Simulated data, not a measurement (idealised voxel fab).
Process module, titled voxel trench capacitor
Pictured: cross-section cut, 165 nm wide, on a grid of 5 nm square cells.
Cross-section spec: square-cell grid; bands listed top down; each band is one or more rows.
The band entry comprises the height of the band's top followed by the height of its bottom, expressed in nm, and subsequently the band's materials from left to right, each stated together with its width in nm. Where a single material is marked with the word "everywhere", that material fills the band from edge to edge. The word "blank" represents empty space.
The reference from which all heights are counted is 0, the level beneath which the as-received wafer is entirely one material; the lowest band, having no lower bound, proceeds downward and is written after the example "0..down".
Width spec "30 to 40" -> top row of cells at first value, bottom row at second value, equal per-row change in between.
Reading "nothing was modified" for a step: not a cell of the cross-section changed in it.
"closed voids": empty spaces of 8 cells or more with no open way to the top, each given as width x height at distance, distance from the left edge, all in nm.
after a step's settings: what the simulator itself notes on the step
When a step includes a mask, the "overlay nm" setting on its line states how far to the right of its planned place that mask lay, and negative values state how far to the left.
List of planned process steps:
1. RECEIVE [material Si]
2. CONFORMAL_DEP [material SiN] [thk nm 10]
3. MASKED_ETCH [tone open] [mask id TRENCH] [width nm 30] [pitch nm 50] [etch materials SiN] [depth nm 10] [overlay nm 0]
4. MASKED_ETCH [tone open] [mask id TRENCH] [width nm 30] [pitch nm 50] [etch materials Si] [depth nm 25] [overlay nm 0]
5. CONFORMAL_DEP [material Al2O3] [thk nm 5]
6. CONFORMAL_DEP [material TiN] [thk nm 5]
7. FILL_DEP [material W] [thk nm 10]
8. CMP [height nm 10]
Of two wafers, the first: run according to plan:
The cross-section here shows the wafer as received, i.e. in its state after step 1:
  0..down  Si everywhere
  closed voids: none
The wafer, seen in cross-section, after step 2:
  10..0  SiN everywhere
  At heights below 0, the structure remains unaltered.
The wafer, seen in cross-section, after step 3:
  10..0  15 SiN | 30 blank | 20 SiN | 30 blank | 20 SiN | 30 blank | 20 SiN
  At heights below 0, the structure remains unaltered.
The wafer, seen in cross-section, after step 4:
  10..0  15 SiN | 30 blank | 20 SiN | 30 blank | 20 SiN | 30 blank | 20 SiN
  0..-25  15 Si | 30 blank | 20 Si | 30 blank | 20 Si | 30 blank | 20 Si
  At heights below -25, the structure remains unaltered.
The wafer, seen in cross-section, after step 5:
  15..10  20 Al2O3 | 20 blank | 30 Al2O3 | 20 blank | 30 Al2O3 | 20 blank | 25 Al2O3
  10..0  15 SiN | 5 Al2O3 | 20 blank | 5 Al2O3 | 20 SiN | 5 Al2O3 | 20 blank | 5 Al2O3 | 20 SiN | 5 Al2O3 | 20 blank | 5 Al2O3 | 20 SiN
  0..-20  15 Si | 5 Al2O3 | 20 blank | 5 Al2O3 | 20 Si | 5 Al2O3 | 20 blank | 5 Al2O3 | 20 Si | 5 Al2O3 | 20 blank | 5 Al2O3 | 20 Si
  -20..-25  15 Si | 30 Al2O3 | 20 Si | 30 Al2O3 | 20 Si | 30 Al2O3 | 20 Si
  At heights below -25, the structure remains unaltered.
The wafer, seen in cross-section, after step 6:
  20..15  25 TiN | 10 blank | 40 TiN | 10 blank | 40 TiN | 10 blank | 30 TiN
  15..10  20 Al2O3 | 5 TiN | 10 blank | 5 TiN | 30 Al2O3 | 5 TiN | 10 blank | 5 TiN | 30 Al2O3 | 5 TiN | 10 blank | 5 TiN | 25 Al2O3
  10..0  15 SiN | 5 Al2O3 | 5 TiN | 10 blank | 5 TiN | 5 Al2O3 | 20 SiN | 5 Al2O3 | 5 TiN | 10 blank | 5 TiN | 5 Al2O3 | 20 SiN | 5 Al2O3 | 5 TiN | 10 blank | 5 TiN | 5 Al2O3 | 20 SiN
  0..-15  15 Si | 5 Al2O3 | 5 TiN | 10 blank | 5 TiN | 5 Al2O3 | 20 Si | 5 Al2O3 | 5 TiN | 10 blank | 5 TiN | 5 Al2O3 | 20 Si | 5 Al2O3 | 5 TiN | 10 blank | 5 TiN | 5 Al2O3 | 20 Si
  -15..-20  15 Si | 5 Al2O3 | 20 TiN | 5 Al2O3 | 20 Si | 5 Al2O3 | 20 TiN | 5 Al2O3 | 20 Si | 5 Al2O3 | 20 TiN | 5 Al2O3 | 20 Si
  At heights below -20, the structure remains unaltered.
The wafer, seen in cross-section, after step 7:
  30..20  W everywhere
  20..15  25 TiN | 10 W | 40 TiN | 10 W | 40 TiN | 10 W | 30 TiN
  15..10  20 Al2O3 | 5 TiN | 10 W | 5 TiN | 30 Al2O3 | 5 TiN | 10 W | 5 TiN | 30 Al2O3 | 5 TiN | 10 W | 5 TiN | 25 Al2O3
  10..0  15 SiN | 5 Al2O3 | 5 TiN | 10 W | 5 TiN | 5 Al2O3 | 20 SiN | 5 Al2O3 | 5 TiN | 10 W | 5 TiN | 5 Al2O3 | 20 SiN | 5 Al2O3 | 5 TiN | 10 W | 5 TiN | 5 Al2O3 | 20 SiN
  0..-15  15 Si | 5 Al2O3 | 5 TiN | 10 W | 5 TiN | 5 Al2O3 | 20 Si | 5 Al2O3 | 5 TiN | 10 W | 5 TiN | 5 Al2O3 | 20 Si | 5 Al2O3 | 5 TiN | 10 W | 5 TiN | 5 Al2O3 | 20 Si
  At heights below -15, the structure remains unaltered.
The wafer, seen in cross-section, after step 8:
  10..0  15 SiN | 5 Al2O3 | 5 TiN | 10 W | 5 TiN | 5 Al2O3 | 20 SiN | 5 Al2O3 | 5 TiN | 10 W | 5 TiN | 5 Al2O3 | 20 SiN | 5 Al2O3 | 5 TiN | 10 W | 5 TiN | 5 Al2O3 | 20 SiN
  At heights below 0, the structure remains unaltered.
Companion wafer, the second of two: same beginning, same intended sequence, one mistake in carrying it out; through step 7 inclusive it tracks the first exactly:
Second wafer, sectioned view, at step 8's planned end time:
  5..0  15 SiN | 5 Al2O3 | 5 TiN | 10 W | 5 TiN | 5 Al2O3 | 20 SiN | 5 Al2O3 | 5 TiN | 10 W | 5 TiN | 5 Al2O3 | 20 SiN | 5 Al2O3 | 5 TiN | 10 W | 5 TiN | 5 Al2O3 | 20 SiN
  At heights below 0, the structure remains unaltered.
In executing the process, a mistake was made relative to the plan: contrary to plan, step 8 was performed as CMP [height nm 5]
FYI, end of process, the second wafer has more or fewer cells of some materials than the first: Al2O3: 6 fewer, SiN: 15 fewer, TiN: 6 fewer, W: 6 fewer
